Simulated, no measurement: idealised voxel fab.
The name of this process module is voxel released beams.
Shown is cross-section cut, with a width of 220 nm and square cells of size 5 nm.
A cross-section in this document is a grid of square cells, and it is written down as bands, the top band listed before the ones below it; a band is made up of one or more rows of cells. Per band: top height and bottom height in nm, followed by the left-to-right materials and their widths in nm; "full width" marks a single material spanning edge to edge, "blank" marks empty space. Ref level 0: as-received wafer is one material below here. Bottom band extends down with no lower bound ("from 0 down"). A width given as "30->40" starts at the first number in the band's top row and ends at the second number in its bottom row, shifting by an equal amount at every step from row to row. No cell of the cross-section changed in a step that is given as "no modifications". Listed in "Cavities, sealed": every empty space of 8 or more cells without an open way to the top. Form: width x height at distance, the distance being from the left edge, all in nm. If you see something after the settings on a step's line, that's the simulator's own remark about that step. overlay nm: right-of-plan distance of the mask on a masked step; negative values mean left-of-plan.
PROCESS STEPS (PLANNED)
step 1: RECEIVE | material Si
step 2: CONFORMAL_DEP | material Al2O3 | thk nm 10
step 3: DIRECTIONAL_DEP | material SiO2 | thk nm 10
step 4: DIRECTIONAL_DEP | material aC | thk nm 15
step 5: PATTERN | tone open | mask id ANCHOR | material resist | width nm 35 | thk nm 30 | overlay nm 0
step 6: DIRECTIONAL_ETCH | etch materials aC | depth nm 15
step 7: STRIP | etch materials resist
step 8: DIRECTIONAL_ETCH | etch materials SiO2 | depth nm 10
step 9: STRIP | etch materials aC
step 10: CONFORMAL_DEP | material W | thk nm 10
step 11: MASKED_ETCH | tone cover | mask id BEAM | width nm 110 | etch materials W | depth nm 10 | overlay nm 0
step 12: STRIP | etch materials SiO2
AS RECEIVED (POST STEP 1): CROSS-SECTION
* from 0 down  Si full width
* Cavities, sealed: none
RUN AS PLANNED - FIRST OF THE TWO WAFERS CROSS-SECTIONED AT THE END OF THE MODULE
* from 30 to 20  blank (50) / W (15) / blank (15) / W (80) / blank (60)
* from 20 to 10  blank (55) / W (35) / blank (130)
* from 10 to 0  Al2O3 full width
* from 0 down  Si full width
* Cavities, sealed: none
WAFER TWO CROSS-SECTION, MODULE END. START AND PLAN UNCHANGED FROM WAFER ONE; ONE MISTAKE MADE DURING THE RUN
* from 30 to 20  blank (50) / W (15) / blank (15) / W (85) / blank (55)
* from 20 to 10  blank (55) / W (35) / blank (130)
* from 10 to 0  Al2O3 full width
* from 0 down  Si full width
* Cavities, sealed: none
It is concluded that the wafer was processed incorrectly with respect to the plan, in that so step 11 ended up running with a different setting than we planned, it ran as MASKED_ETCH | tone cover | mask id BEAM | width nm 115 | etch materials W | depth nm 10 | overlay nm 0
Heads up, by the end the second wafer has more or fewer cells of some materials compared to the first: W: 2 more
